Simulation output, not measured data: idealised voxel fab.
Presented below is a process module, voxel spacer lines.
FYI the section here is cut, 300 nm wide, cells are 5 nm squares.
Cross-section spec: square-cell grid; bands listed top down; each band is one or more rows.
Per band: top height and bottom height in nm, followed by the left-to-right materials and their widths in nm; "all across" marks a single material spanning edge to edge, "empty" marks empty space.
Heights are expressed relative to 0, this being the level below which the as-received wafer comprises one material exclusively. The lowest band is unbounded in the downward direction and is denoted as in "0 -> down".
So if you see something like "30..40" for the width, read it as the top row of the band sitting at the first number and the bottom row at the second, with every row in between moving by the same amount as the last.
Reading "nothing got changed" for a step: not a cell of the cross-section changed in it.
The label "Unvented voids" introduces a list of the empty spaces, 8 cells or larger, that have no open way up to the top; each entry in it reads width x height at distance, where the distance is taken from the left edge and all three are stated in nm.
What comes after the settings on a step's line is commentary from the simulator itself on that step.
overlay nm: for a step with a mask, the amount by which the mask lay right of where it was planned; a negative amount means left of it.
So the way this works: pairs, before and after one process step. The after picture only goes down to the lowest band that actually changed, nothing below. Step and its settings are under each pair. And watch out, pairs might come from different runs of this module, same starting wafer though, so a pair only follows on from the one above if its "Pre-step view" entry tells you so.
### Pre-step view
    0 -> down  Si all across
    Unvented voids: none
### Section, Post-Step
    5 -> 0  SiO2 all across
    Below 0 it's all the same as before, nothing changed down there.
    Unvented voids: none
Quick note on the step between the two cross-sections above: CONFORMAL_DEP,material SiO2,thk nm 5
Pre-step view: The prior state of this step coincides with the post-step cross-section of the pair just above.
### Section, Post-Step
    15 -> 5  W all across
    Below 5 it's all the same as before, nothing changed down there.
    Unvented voids: none
Quick note on the step between the two cross-sections above: DIRECTIONAL_DEP,material W,thk nm 10
Pre-step view: The prior state of this step coincides with the post-step cross-section of the pair just above.
### Section, Post-Step
    45 -> 15  polySi all across
    Below 15 it's all the same as before, nothing changed down there.
    Unvented voids: none
Quick note on the step between the two cross-sections above: DIRECTIONAL_DEP,material polySi,thk nm 30
Pre-step view: The prior state of this step coincides with the post-step cross-section of the pair just above.
### Section, Post-Step
    80 -> 45  empty 70 nm; resist 20 nm; empty 50 nm; resist 20 nm; empty 50 nm; resist 20 nm; empty 70 nm
    Below 45 it's all the same as before, nothing changed down there.
    Unvented voids: none
Quick note on the step between the two cross-sections above: PATTERN,tone cover,mask id MANDREL,material resist,width nm 20,pitch nm 70,thk nm 35,overlay nm 0
Pre-step view: The prior state of this step coincides with the post-step cross-section of the pair just above.
### Section, Post-Step
    80 -> 45  empty 70 nm; resist 20 nm; empty 50 nm; resist 20 nm; empty 50 nm; resist 20 nm; empty 70 nm
    45 -> 15  empty 70 nm; polySi 20 nm; empty 50 nm; polySi 20 nm; empty 50 nm; polySi 20 nm; empty 70 nm
    Below 15 it's all the same as before, nothing changed down there.
    Unvented voids: none
Quick note on the step between the two cross-sections above: DIRECTIONAL_ETCH,etch materials polySi,depth nm 30
Pre-step view: The prior state of this step coincides with the post-step cross-section of the pair just above.
### Section, Post-Step
    45 -> 15  empty 70 nm; polySi 20 nm; empty 50 nm; polySi 20 nm; empty 50 nm; polySi 20 nm; empty 70 nm
    Below 15 it's all the same as before, nothing changed down there.
    Unvented voids: none
Quick note on the step between the two cross-sections above: STRIP,etch materials resist
Pre-step view: The prior state of this step coincides with the post-step cross-section of the pair just above.
### Section, Post-Step
    60 -> 45  empty 55 nm; SiN 50 nm; empty 20 nm; SiN 50 nm; empty 20 nm; SiN 50 nm; empty 55 nm
    45 -> 30  empty 55 nm; SiN 15 nm; polySi 20 nm; SiN 15 nm; empty 20 nm; SiN 15 nm; polySi 20 nm; SiN 15 nm; empty 20 nm; SiN 15 nm; polySi 20 nm; SiN 15 nm; empty 55 nm
    30 -> 15  SiN 70 nm; polySi 20 nm; SiN 50 nm; polySi 20 nm; SiN 50 nm; polySi 20 nm; SiN 70 nm
    Below 15 it's all the same as before, nothing changed down there.
    Unvented voids: none
Quick note on the step between the two cross-sections above: CONFORMAL_DEP,material SiN,thk nm 15
Pre-step view: The prior state of this step coincides with the post-step cross-section of the pair just above.
### Section, Post-Step
    45 -> 15  empty 55 nm; SiN 15 nm; polySi 20 nm; SiN 15 nm; empty 20 nm; SiN 15 nm; polySi 20 nm; SiN 15 nm; empty 20 nm; SiN 15 nm; polySi 20 nm; SiN 15 nm; empty 55 nm
    Below 15 it's all the same as before, nothing changed down there.
    Unvented voids: none
Quick note on the step between the two cross-sections above: DIRECTIONAL_ETCH,etch materials SiN,depth nm 15
Pre-step view: The prior state of this step coincides with the post-step cross-section of the pair just above.
### Section, Post-Step
    45 -> 15  empty 55 nm; SiN 15 nm; empty 20 nm; SiN 15 nm; empty 20 nm; SiN 15 nm; empty 20 nm; SiN 15 nm; empty 20 nm; SiN 15 nm; empty 20 nm; SiN 15 nm; empty 55 nm
    Below 15 it's all the same as before, nothing changed down there.
    Unvented voids: none
Quick note on the step between the two cross-sections above: STRIP,etch materials polySi
Pre-step view: The prior state of this step coincides with the post-step cross-section of the pair just above.
### Section, Post-Step
    45 -> 15  empty 55 nm; SiN 15 nm; empty 20 nm; SiN 15 nm; empty 20 nm; SiN 15 nm; empty 20 nm; SiN 15 nm; empty 20 nm; SiN 15 nm; empty 20 nm; SiN 15 nm; empty 55 nm
    15 -> 5  empty 55 nm; W 15 nm; empty 20 nm; W 15 nm; empty 20 nm; W 15 nm; empty 20 nm; W 15 nm; empty 20 nm; W 15 nm; empty 20 nm; W 15 nm; empty 55 nm
    Below 5 it's all the same as before, nothing changed down there.
    Unvented voids: none
Quick note on the step between the two cross-sections above: DIRECTIONAL_ETCH,etch materials W,depth nm 10
Pre-step view: The prior state of this step coincides with the post-step cross-section of the pair just above.
### Section, Post-Step
    15 -> 5  empty 55 nm; W 15 nm; empty 20 nm; W 15 nm; empty 20 nm; W 15 nm; empty 20 nm; W 15 nm; empty 20 nm; W 15 nm; empty 20 nm; W 15 nm; empty 55 nm
    Below 5 it's all the same as before, nothing changed down there.
    Unvented voids: none
Quick note on the step between the two cross-sections above: STRIP,etch materials SiN
Pre-step view: The prior state of this step coincides with the post-step cross-section of the pair just above.
### Section, Post-Step
    20 -> 15  SiO2 all across
    15 -> 5  SiO2 55 nm; W 15 nm; SiO2 20 nm; W 15 nm; SiO2 20 nm; W 15 nm; SiO2 20 nm; W 15 nm; SiO2 20 nm; W 15 nm; SiO2 20 nm; W 15 nm; SiO2 55 nm
    Below 5 it's all the same as before, nothing changed down there.
    Unvented voids: none
Quick note on the step between the two cross-sections above: FILL_DEP,material SiO2,thk nm 5
Pre-step view: The prior state of this step coincides with the post-step cross-section of the pair just above.
### Section, Post-Step
    15 -> 5  SiO2 55 nm; W 15 nm; SiO2 20 nm; W 15 nm; SiO2 20 nm; W 15 nm; SiO2 20 nm; W 15 nm; SiO2 20 nm; W 15 nm; SiO2 20 nm; W 15 nm; SiO2 55 nm
    Below 5 it's all the same as before, nothing changed down there.
    Unvented voids: none
Quick note on the step between the two cross-sections above: CMP,height nm 15
### Pre-step view
    0 -> down  Si all across
    Unvented voids: none
### Section, Post-Step
    10 -> 0  W all across
    Below 0 it's all the same as before, nothing changed down there.
    Unvented voids: none
Quick note on the step between the two cross-sections above: DIRECTIONAL_DEP,material W,thk nm 10
Pre-step view: The prior state of this step coincides with the post-step cross-section of the pair just above.
### Section, Post-Step
    40 -> 10  polySi all across
    Below 10 it's all the same as before, nothing changed down there.
    Unvented voids: none
Quick note on the step between the two cross-sections above: DIRECTIONAL_DEP,material polySi,thk nm 30
Pre-step view: The prior state of this step coincides with the post-step cross-section of the pair just above.
### Section, Post-Step
    75 -> 40  empty 70 nm; resist 20 nm; empty 50 nm; resist 20 nm; empty 50 nm; resist 20 nm; empty 70 nm
    Below 40 it's all the same as before, nothing changed down there.
    Unvented voids: none
Quick note on the step between the two cross-sections above: PATTERN,tone cover,mask id MANDREL,material resist,width nm 20,pitch nm 70,thk nm 35,overlay nm 0
Pre-step view: The prior state of this step coincides with the post-step cross-section of the pair just above.
### Section, Post-Step
    75 -> 40  empty 70 nm; resist 20 nm; empty 50 nm; resist 20 nm; empty 50 nm; resist 20 nm; empty 70 nm
    40 -> 10  empty 70 nm; polySi 20 nm; empty 50 nm; polySi 20 nm; empty 50 nm; polySi 20 nm; empty 70 nm
    Below 10 it's all the same as before, nothing changed down there.
    Unvented voids: none
Quick note on the step between the two cross-sections above: DIRECTIONAL_ETCH,etch materials polySi,depth nm 30
Pre-step view: The prior state of this step coincides with the post-step cross-section of the pair just above.
### Section, Post-Step
    40 -> 10  empty 70 nm; polySi 20 nm; empty 50 nm; polySi 20 nm; empty 50 nm; polySi 20 nm; empty 70 nm
    Below 10 it's all the same as before, nothing changed down there.
    Unvented voids: none
Quick note on the step between the two cross-sections above: STRIP,etch materials resist
Pre-step view: The prior state of this step coincides with the post-step cross-section of the pair just above.
### Section, Post-Step
    55 -> 40  empty 55 nm; SiN 50 nm; empty 20 nm; SiN 50 nm; empty 20 nm; SiN 50 nm; empty 55 nm
    40 -> 25  empty 55 nm; SiN 15 nm; polySi 20 nm; SiN 15 nm; empty 20 nm; SiN 15 nm; polySi 20 nm; SiN 15 nm; empty 20 nm; SiN 15 nm; polySi 20 nm; SiN 15 nm; empty 55 nm
    25 -> 10  SiN 70 nm; polySi 20 nm; SiN 50 nm; polySi 20 nm; SiN 50 nm; polySi 20 nm; SiN 70 nm
    Below 10 it's all the same as before, nothing changed down there.
    Unvented voids: none
Quick note on the step between the two cross-sections above: CONFORMAL_DEP,material SiN,thk nm 15
Pre-step view: The prior state of this step coincides with the post-step cross-section of the pair just above.
### Section, Post-Step
    40 -> 10  empty 55 nm; SiN 15 nm; polySi 20 nm; SiN 15 nm; empty 20 nm; SiN 15 nm; polySi 20 nm; SiN 15 nm; empty 20 nm; SiN 15 nm; polySi 20 nm; SiN 15 nm; empty 55 nm
    Below 10 it's all the same as before, nothing changed down there.
    Unvented voids: none
Quick note on the step between the two cross-sections above: DIRECTIONAL_ETCH,etch materials SiN,depth nm 15
Pre-step view: The prior state of this step coincides with the post-step cross-section of the pair just above.
### Section, Post-Step
    40 -> 10  empty 55 nm; SiN 15 nm; empty 20 nm; SiN 15 nm; empty 20 nm; SiN 15 nm; empty 20 nm; SiN 15 nm; empty 20 nm; SiN 15 nm; empty 20 nm; SiN 15 nm; empty 55 nm
    Below 10 it's all the same as before, nothing changed down there.
    Unvented voids: none
Quick note on the step between the two cross-sections above: STRIP,etch materials polySi
Pre-step view: The prior state of this step coincides with the post-step cross-section of the pair just above.
### Section, Post-Step
    40 -> 10  empty 55 nm; SiN 15 nm; empty 20 nm; SiN 15 nm; empty 20 nm; SiN 15 nm; empty 20 nm; SiN 15 nm; empty 20 nm; SiN 15 nm; empty 20 nm; SiN 15 nm; empty 55 nm
    10 -> 0  empty 55 nm; W 15 nm; empty 20 nm; W 15 nm; empty 20 nm; W 15 nm; empty 20 nm; W 15 nm; empty 20 nm; W 15 nm; empty 20 nm; W 15 nm; empty 55 nm
    Below 0 it's all the same as before, nothing changed down there.
    Unvented voids: none
Quick note on the step between the two cross-sections above: DIRECTIONAL_ETCH,etch materials W,depth nm 10
Pre-step view: The prior state of this step coincides with the post-step cross-section of the pair just above.
### Section, Post-Step
    10 -> 0  empty 55 nm; W 15 nm; empty 20 nm; W 15 nm; empty 20 nm; W 15 nm; empty 20 nm; W 15 nm; empty 20 nm; W 15 nm; empty 20 nm; W 15 nm; empty 55 nm
    Below 0 it's all the same as before, nothing changed down there.
    Unvented voids: none
Quick note on the step between the two cross-sections above: STRIP,etch materials SiN
Pre-step view: The prior state of this step coincides with the post-step cross-section of the pair just above.
### Section, Post-Step
    15 -> 10  SiO2 all across
    10 -> 0  SiO2 55 nm; W 15 nm; SiO2 20 nm; W 15 nm; SiO2 20 nm; W 15 nm; SiO2 20 nm; W 15 nm; SiO2 20 nm; W 15 nm; SiO2 20 nm; W 15 nm; SiO2 55 nm
    Below 0 it's all the same as before, nothing changed down there.
    Unvented voids: none
Quick note on the step between the two cross-sections above: FILL_DEP,material SiO2,thk nm 5
### Pre-step view
    10 -> 0  W all across
    0 -> down  Si all across
    Unvented voids: none
### Section, Post-Step
    15 -> 10  SiO2 all across
    Below 10 it's all the same as before, nothing changed down there.
    Unvented voids: none
Quick note on the step between the two cross-sections above: CONFORMAL_DEP,material SiO2,thk nm 5
Pre-step view: The prior state of this step coincides with the post-step cross-section of the pair just above.
### Section, Post-Step
    45 -> 15  polySi all across
    Below 15 it's all the same as before, nothing changed down there.
    Unvented voids: none
Quick note on the step between the two cross-sections above: DIRECTIONAL_DEP,material polySi,thk nm 30
Pre-step view: The prior state of this step coincides with the post-step cross-section of the pair just above.
### Section, Post-Step
    80 -> 45  empty 70 nm; resist 20 nm; empty 50 nm; resist 20 nm; empty 50 nm; resist 20 nm; empty 70 nm
    Below 45 it's all the same as before, nothing changed down there.
    Unvented voids: none
Quick note on the step between the two cross-sections above: PATTERN,tone cover,mask id MANDREL,material resist,width nm 20,pitch nm 70,thk nm 35,overlay nm 0
Pre-step view: The prior state of this step coincides with the post-step cross-section of the pair just above.
### Section, Post-Step
    80 -> 45  empty 70 nm; resist 20 nm; empty 50 nm; resist 20 nm; empty 50 nm; resist 20 nm; empty 70 nm
    45 -> 15  empty 70 nm; polySi 20 nm; empty 50 nm; polySi 20 nm; empty 50 nm; polySi 20 nm; empty 70 nm
    Below 15 it's all the same as before, nothing changed down there.
    Unvented voids: none
Quick note on the step between the two cross-sections above: DIRECTIONAL_ETCH,etch materials polySi,depth nm 30
Pre-step view: The prior state of this step coincides with the post-step cross-section of the pair just above.
### Section, Post-Step
    45 -> 15  empty 70 nm; polySi 20 nm; empty 50 nm; polySi 20 nm; empty 50 nm; polySi 20 nm; empty 70 nm
    Below 15 it's all the same as before, nothing changed down there.
    Unvented voids: none
Quick note on the step between the two cross-sections above: STRIP,etch materials resist
Pre-step view: The prior state of this step coincides with the post-step cross-section of the pair just above.
### Section, Post-Step
    60 -> 45  empty 55 nm; SiN 50 nm; empty 20 nm; SiN 50 nm; empty 20 nm; SiN 50 nm; empty 55 nm
    45 -> 30  empty 55 nm; SiN 15 nm; polySi 20 nm; SiN 15 nm; empty 20 nm; SiN 15 nm; polySi 20 nm; SiN 15 nm; empty 20 nm; SiN 15 nm; polySi 20 nm; SiN 15 nm; empty 55 nm
    30 -> 15  SiN 70 nm; polySi 20 nm; SiN 50 nm; polySi 20 nm; SiN 50 nm; polySi 20 nm; SiN 70 nm
    Below 15 it's all the same as before, nothing changed down there.
    Unvented voids: none
Quick note on the step between the two cross-sections above: CONFORMAL_DEP,material SiN,thk nm 15
Pre-step view: The prior state of this step coincides with the post-step cross-section of the pair just above.
### Section, Post-Step
    45 -> 15  empty 55 nm; SiN 15 nm; polySi 20 nm; SiN 15 nm; empty 20 nm; SiN 15 nm; polySi 20 nm; SiN 15 nm; empty 20 nm; SiN 15 nm; polySi 20 nm; SiN 15 nm; empty 55 nm
    Below 15 it's all the same as before, nothing changed down there.
    Unvented voids: none
Quick note on the step between the two cross-sections above: DIRECTIONAL_ETCH,etch materials SiN,depth nm 15
Pre-step view: The prior state of this step coincides with the post-step cross-section of the pair just above.
### Section, Post-Step
    45 -> 15  empty 55 nm; SiN 15 nm; empty 20 nm; SiN 15 nm; empty 20 nm; SiN 15 nm; empty 20 nm; SiN 15 nm; empty 20 nm; SiN 15 nm; empty 20 nm; SiN 15 nm; empty 55 nm
    Below 15 it's all the same as before, nothing changed down there.
    Unvented voids: none
Quick note on the step between the two cross-sections above: STRIP,etch materials polySi
Pre-step view: The prior state of this step coincides with the post-step cross-section of the pair just above.
### Section, Post-Step
    15 -> 10  SiO2 all across
    Below 10 it's all the same as before, nothing changed down there.
    Unvented voids: none
Quick note on the step between the two cross-sections above: STRIP,etch materials SiN
Pre-step view: The prior state of this step coincides with the post-step cross-section of the pair just above.
### Section, Post-Step
    20 -> 10  SiO2 all across
    Below 10 it's all the same as before, nothing changed down there.
    Unvented voids: none
Quick note on the step between the two cross-sections above: FILL_DEP,material SiO2,thk nm 5
Pre-step view: The prior state of this step coincides with the post-step cross-section of the pair just above.
### Section, Post-Step
    15 -> 10  SiO2 all across
    Below 10 it's all the same as before, nothing changed down there.
    Unvented voids: none
Quick note on the step between the two cross-sections above: CMP,height nm 15
### Pre-step view
    5 -> 0  SiO2 all across
    0 -> down  Si all across
    Unvented voids: none
### Section, Post-Step
    10 -> 5  W all across
    Below 5 it's all the same as before, nothing changed down there.
    Unvented voids: none
Quick note on the step between the two cross-sections above: DIRECTIONAL_DEP,material W,thk nm 5
Pre-step view: The prior state of this step coincides with the post-step cross-section of the pair just above.
### Section, Post-Step
    40 -> 10  polySi all across
    Below 10 it's all the same as before, nothing changed down there.
    Unvented voids: none
Quick note on the step between the two cross-sections above: DIRECTIONAL_DEP,material polySi,thk nm 30
Pre-step view: The prior state of this step coincides with the post-step cross-section of the pair just above.
### Section, Post-Step
    75 -> 40  empty 70 nm; resist 20 nm; empty 50 nm; resist 20 nm; empty 50 nm; resist 20 nm; empty 70 nm
    Below 40 it's all the same as before, nothing changed down there.
    Unvented voids: none
Quick note on the step between the two cross-sections above: PATTERN,tone cover,mask id MANDREL,material resist,width nm 20,pitch nm 70,thk nm 35,overlay nm 0
Pre-step view: The prior state of this step coincides with the post-step cross-section of the pair just above.
### Section, Post-Step
    75 -> 40  empty 70 nm; resist 20 nm; empty 50 nm; resist 20 nm; empty 50 nm; resist 20 nm; empty 70 nm
    40 -> 10  empty 70 nm; polySi 20 nm; empty 50 nm; polySi 20 nm; empty 50 nm; polySi 20 nm; empty 70 nm
    Below 10 it's all the same as before, nothing changed down there.
    Unvented voids: none
Quick note on the step between the two cross-sections above: DIRECTIONAL_ETCH,etch materials polySi,depth nm 30
Pre-step view: The prior state of this step coincides with the post-step cross-section of the pair just above.
### Section, Post-Step
    40 -> 10  empty 70 nm; polySi 20 nm; empty 50 nm; polySi 20 nm; empty 50 nm; polySi 20 nm; empty 70 nm
    Below 10 it's all the same as before, nothing changed down there.
    Unvented voids: none
Quick note on the step between the two cross-sections above: STRIP,etch materials resist
Pre-step view: The prior state of this step coincides with the post-step cross-section of the pair just above.
### Section, Post-Step
    55 -> 40  empty 55 nm; SiN 50 nm; empty 20 nm; SiN 50 nm; empty 20 nm; SiN 50 nm; empty 55 nm
    40 -> 25  empty 55 nm; SiN 15 nm; polySi 20 nm; SiN 15 nm; empty 20 nm; SiN 15 nm; polySi 20 nm; SiN 15 nm; empty 20 nm; SiN 15 nm; polySi 20 nm; SiN 15 nm; empty 55 nm
    25 -> 10  SiN 70 nm; polySi 20 nm; SiN 50 nm; polySi 20 nm; SiN 50 nm; polySi 20 nm; SiN 70 nm
    Below 10 it's all the same as before, nothing changed down there.
    Unvented voids: none
Quick note on the step between the two cross-sections above: CONFORMAL_DEP,material SiN,thk nm 15
Pre-step view: The prior state of this step coincides with the post-step cross-section of the pair just above.
### Section, Post-Step
    40 -> 10  empty 55 nm; SiN 15 nm; polySi 20 nm; SiN 15 nm; empty 20 nm; SiN 15 nm; polySi 20 nm; SiN 15 nm; empty 20 nm; SiN 15 nm; polySi 20 nm; SiN 15 nm; empty 55 nm
    Below 10 it's all the same as before, nothing changed down there.
    Unvented voids: none
Quick note on the step between the two cross-sections above: DIRECTIONAL_ETCH,etch materials SiN,depth nm 15
Pre-step view: The prior state of this step coincides with the post-step cross-section of the pair just above.
### Section, Post-Step
    40 -> 10  empty 55 nm; SiN 15 nm; empty 20 nm; SiN 15 nm; empty 20 nm; SiN 15 nm; empty 20 nm; SiN 15 nm; empty 20 nm; SiN 15 nm; empty 20 nm; SiN 15 nm; empty 55 nm
    Below 10 it's all the same as before, nothing changed down there.
    Unvented voids: none
Quick note on the step between the two cross-sections above: STRIP,etch materials polySi
Pre-step view: The prior state of this step coincides with the post-step cross-section of the pair just above.
### Section, Post-Step
    40 -> 10  empty 55 nm; SiN 15 nm; empty 20 nm; SiN 15 nm; empty 20 nm; SiN 15 nm; empty 20 nm; SiN 15 nm; empty 20 nm; SiN 15 nm; empty 20 nm; SiN 15 nm; empty 55 nm
    10 -> 5  empty 55 nm; W 15 nm; empty 20 nm; W 15 nm; empty 20 nm; W 15 nm; empty 20 nm; W 15 nm; empty 20 nm; W 15 nm; empty 20 nm; W 15 nm; empty 55 nm
    Below 5 it's all the same as before, nothing changed down there.
    Unvented voids: none
Quick note on the step between the two cross-sections above: DIRECTIONAL_ETCH,etch materials W,depth nm 10
Pre-step view: The prior state of this step coincides with the post-step cross-section of the pair just above.
### Section, Post-Step
    10 -> 5  empty 55 nm; W 15 nm; empty 20 nm; W 15 nm; empty 20 nm; W 15 nm; empty 20 nm; W 15 nm; empty 20 nm; W 15 nm; empty 20 nm; W 15 nm; empty 55 nm
    Below 5 it's all the same as before, nothing changed down there.
    Unvented voids: none
Quick note on the step between the two cross-sections above: STRIP,etch materials SiN
Pre-step view: The prior state of this step coincides with the post-step cross-section of the pair just above.
### Section, Post-Step
    15 -> 10  SiO2 all across
    10 -> 5  SiO2 55 nm; W 15 nm; SiO2 20 nm; W 15 nm; SiO2 20 nm; W 15 nm; SiO2 20 nm; W 15 nm; SiO2 20 nm; W 15 nm; SiO2 20 nm; W 15 nm; SiO2 55 nm
    Below 5 it's all the same as before, nothing changed down there.
    Unvented voids: none
Quick note on the step between the two cross-sections above: FILL_DEP,material SiO2,thk nm 5
### Pre-step view
    45 -> 15  polySi all across
    15 -> 5  W all across
    5 -> 0  SiO2 all across
    0 -> down  Si all across
    Unvented voids: none
### Section, Post-Step
    80 -> 45  empty 75 nm; resist 15 nm; empty 55 nm; resist 15 nm; empty 55 nm; resist 15 nm; empty 70 nm
    Below 45 it's all the same as before, nothing changed down there.
    Unvented voids: none
Quick note on the step between the two cross-sections above: PATTERN,tone cover,mask id MANDREL,material resist,width nm 15,pitch nm 70,thk nm 35,overlay nm 0
Pre-step view: The prior state of this step coincides with the post-step cross-section of the pair just above.
### Section, Post-Step
    80 -> 45  empty 75 nm; resist 15 nm; empty 55 nm; resist 15 nm; empty 55 nm; resist 15 nm; empty 70 nm
    45 -> 15  empty 75 nm; polySi 15 nm; empty 55 nm; polySi 15 nm; empty 55 nm; polySi 15 nm; empty 70 nm
    Below 15 it's all the same as before, nothing changed down there.
    Unvented voids: none
Quick note on the step between the two cross-sections above: DIRECTIONAL_ETCH,etch materials polySi,depth nm 30
Pre-step view: The prior state of this step coincides with the post-step cross-section of the pair just above.
### Section, Post-Step
    45 -> 15  empty 75 nm; polySi 15 nm; empty 55 nm; polySi 15 nm; empty 55 nm; polySi 15 nm; empty 70 nm
    Below 15 it's all the same as before, nothing changed down there.
    Unvented voids: none
Quick note on the step between the two cross-sections above: STRIP,etch materials resist
Pre-step view: The prior state of this step coincides with the post-step cross-section of the pair just above.
### Section, Post-Step
    60 -> 45  empty 60 nm; SiN 45 nm; empty 25 nm; SiN 45 nm; empty 25 nm; SiN 45 nm; empty 55 nm
    45 -> 30  empty 60 nm; SiN 15 nm; polySi 15 nm; SiN 15 nm; empty 25 nm; SiN 15 nm; polySi 15 nm; SiN 15 nm; empty 25 nm; SiN 15 nm; polySi 15 nm; SiN 15 nm; empty 55 nm
    30 -> 15  SiN 75 nm; polySi 15 nm; SiN 55 nm; polySi 15 nm; SiN 55 nm; polySi 15 nm; SiN 70 nm
    Below 15 it's all the same as before, nothing changed down there.
    Unvented voids: none
Quick note on the step between the two cross-sections above: CONFORMAL_DEP,material SiN,thk nm 15
Pre-step view: The prior state of this step coincides with the post-step cross-section of the pair just above.
### Section, Post-Step
    45 -> 15  empty 60 nm; SiN 15 nm; polySi 15 nm; SiN 15 nm; empty 25 nm; SiN 15 nm; polySi 15 nm; SiN 15 nm; empty 25 nm; SiN 15 nm; polySi 15 nm; SiN 15 nm; empty 55 nm
    Below 15 it's all the same as before, nothing changed down there.
    Unvented voids: none
Quick note on the step between the two cross-sections above: DIRECTIONAL_ETCH,etch materials SiN,depth nm 15
Pre-step view: The prior state of this step coincides with the post-step cross-section of the pair just above.
### Section, Post-Step
    45 -> 15  empty 60 nm; SiN 15 nm; empty 15 nm; SiN 15 nm; empty 25 nm; SiN 15 nm; empty 15 nm; SiN 15 nm; empty 25 nm; SiN 15 nm; empty 15 nm; SiN 15 nm; empty 55 nm
    Below 15 it's all the same as before, nothing changed down there.
    Unvented voids: none
Quick note on the step between the two cross-sections above: STRIP,etch materials polySi
Pre-step view: The prior state of this step coincides with the post-step cross-section of the pair just above.
### Section, Post-Step
    45 -> 15  empty 60 nm; SiN 15 nm; empty 15 nm; SiN 15 nm; empty 25 nm; SiN 15 nm; empty 15 nm; SiN 15 nm; empty 25 nm; SiN 15 nm; empty 15 nm; SiN 15 nm; empty 55 nm
    15 -> 5  empty 60 nm; W 15 nm; empty 15 nm; W 15 nm; empty 25 nm; W 15 nm; empty 15 nm; W 15 nm; empty 25 nm; W 15 nm; empty 15 nm; W 15 nm; empty 55 nm
    Below 5 it's all the same as before, nothing changed down there.
    Unvented voids: none
Quick note on the step between the two cross-sections above: DIRECTIONAL_ETCH,etch materials W,depth nm 10
Pre-step view: The prior state of this step coincides with the post-step cross-section of the pair just above.
### Section, Post-Step
    15 -> 5  empty 60 nm; W 15 nm; empty 15 nm; W 15 nm; empty 25 nm; W 15 nm; empty 15 nm; W 15 nm; empty 25 nm; W 15 nm; empty 15 nm; W 15 nm; empty 55 nm
    Below 5 it's all the same as before, nothing changed down there.
    Unvented voids: none
Quick note on the step between the two cross-sections above: STRIP,etch materials SiN
Pre-step view: The prior state of this step coincides with the post-step cross-section of the pair just above.
### Section, Post-Step
    20 -> 15  SiO2 all across
    15 -> 5  SiO2 60 nm; W 15 nm; SiO2 15 nm; W 15 nm; SiO2 25 nm; W 15 nm; SiO2 15 nm; W 15 nm; SiO2 25 nm; W 15 nm; SiO2 15 nm; W 15 nm; SiO2 55 nm
    Below 5 it's all the same as before, nothing changed down there.
    Unvented voids: none
Quick note on the step between the two cross-sections above: FILL_DEP,material SiO2,thk nm 5
Pre-step view: The prior state of this step coincides with the post-step cross-section of the pair just above.
### Section, Post-Step
    15 -> 5  SiO2 60 nm; W 15 nm; SiO2 15 nm; W 15 nm; SiO2 25 nm; W 15 nm; SiO2 15 nm; W 15 nm; SiO2 25 nm; W 15 nm; SiO2 15 nm; W 15 nm; SiO2 55 nm
    Below 5 it's all the same as before, nothing changed down there.
    Unvented voids: none
Quick note on the step between the two cross-sections above: CMP,height nm 15
### Pre-step view
    45 -> 15  polySi all across
    15 -> 5  W all across
    5 -> 0  SiO2 all across
    0 -> down  Si all across
    Unvented voids: none
### Section, Post-Step
    80 -> 45  empty 80 nm; resist 20 nm; empty 50 nm; resist 20 nm; empty 50 nm; resist 20 nm; empty 60 nm
    Below 45 it's all the same as before, nothing changed down there.
    Unvented voids: none
Quick note on the step between the two cross-sections above: PATTERN,tone cover,mask id MANDREL,material resist,width nm 20,pitch nm 70,thk nm 35,overlay nm 10
Pre-step view: The prior state of this step coincides with the post-step cross-section of the pair just above.
### Section, Post-Step
    80 -> 45  empty 80 nm; resist 20 nm; empty 50 nm; resist 20 nm; empty 50 nm; resist 20 nm; empty 60 nm
    45 -> 15  empty 80 nm; polySi 20 nm; empty 50 nm; polySi 20 nm; empty 50 nm; polySi 20 nm; empty 60 nm
    Below 15 it's all the same as before, nothing changed down there.
    Unvented voids: none
Quick note on the step between the two cross-sections above: DIRECTIONAL_ETCH,etch materials polySi,depth nm 30
Pre-step view: The prior state of this step coincides with the post-step cross-section of the pair just above.
### Section, Post-Step
    45 -> 15  empty 80 nm; polySi 20 nm; empty 50 nm; polySi 20 nm; empty 50 nm; polySi 20 nm; empty 60 nm
    Below 15 it's all the same as before, nothing changed down there.
    Unvented voids: none
Quick note on the step between the two cross-sections above: STRIP,etch materials resist
Pre-step view: The prior state of this step coincides with the post-step cross-section of the pair just above.
### Section, Post-Step
    60 -> 45  empty 65 nm; SiN 50 nm; empty 20 nm; SiN 50 nm; empty 20 nm; SiN 50 nm; empty 45 nm
    45 -> 30  empty 65 nm; SiN 15 nm; polySi 20 nm; SiN 15 nm; empty 20 nm; SiN 15 nm; polySi 20 nm; SiN 15 nm; empty 20 nm; SiN 15 nm; polySi 20 nm; SiN 15 nm; empty 45 nm
    30 -> 15  SiN 80 nm; polySi 20 nm; SiN 50 nm; polySi 20 nm; SiN 50 nm; polySi 20 nm; SiN 60 nm
    Below 15 it's all the same as before, nothing changed down there.
    Unvented voids: none
Quick note on the step between the two cross-sections above: CONFORMAL_DEP,material SiN,thk nm 15
Pre-step view: The prior state of this step coincides with the post-step cross-section of the pair just above.
### Section, Post-Step
    45 -> 15  empty 65 nm; SiN 15 nm; polySi 20 nm; SiN 15 nm; empty 20 nm; SiN 15 nm; polySi 20 nm; SiN 15 nm; empty 20 nm; SiN 15 nm; polySi 20 nm; SiN 15 nm; empty 45 nm
    Below 15 it's all the same as before, nothing changed down there.
    Unvented voids: none
Quick note on the step between the two cross-sections above: DIRECTIONAL_ETCH,etch materials SiN,depth nm 15
Pre-step view: The prior state of this step coincides with the post-step cross-section of the pair just above.
### Section, Post-Step
    45 -> 15  empty 65 nm; SiN 15 nm; empty 20 nm; SiN 15 nm; empty 20 nm; SiN 15 nm; empty 20 nm; SiN 15 nm; empty 20 nm; SiN 15 nm; empty 20 nm; SiN 15 nm; empty 45 nm
    Below 15 it's all the same as before, nothing changed down there.
    Unvented voids: none
Quick note on the step between the two cross-sections above: STRIP,etch materials polySi
Pre-step view: The prior state of this step coincides with the post-step cross-section of the pair just above.
### Section, Post-Step
    45 -> 15  empty 65 nm; SiN 15 nm; empty 20 nm; SiN 15 nm; empty 20 nm; SiN 15 nm; empty 20 nm; SiN 15 nm; empty 20 nm; SiN 15 nm; empty 20 nm; SiN 15 nm; empty 45 nm
    15 -> 5  empty 65 nm; W 15 nm; empty 20 nm; W 15 nm; empty 20 nm; W 15 nm; empty 20 nm; W 15 nm; empty 20 nm; W 15 nm; empty 20 nm; W 15 nm; empty 45 nm
    Below 5 it's all the same as before, nothing changed down there.
    Unvented voids: none
Quick note on the step between the two cross-sections above: DIRECTIONAL_ETCH,etch materials W,depth nm 10
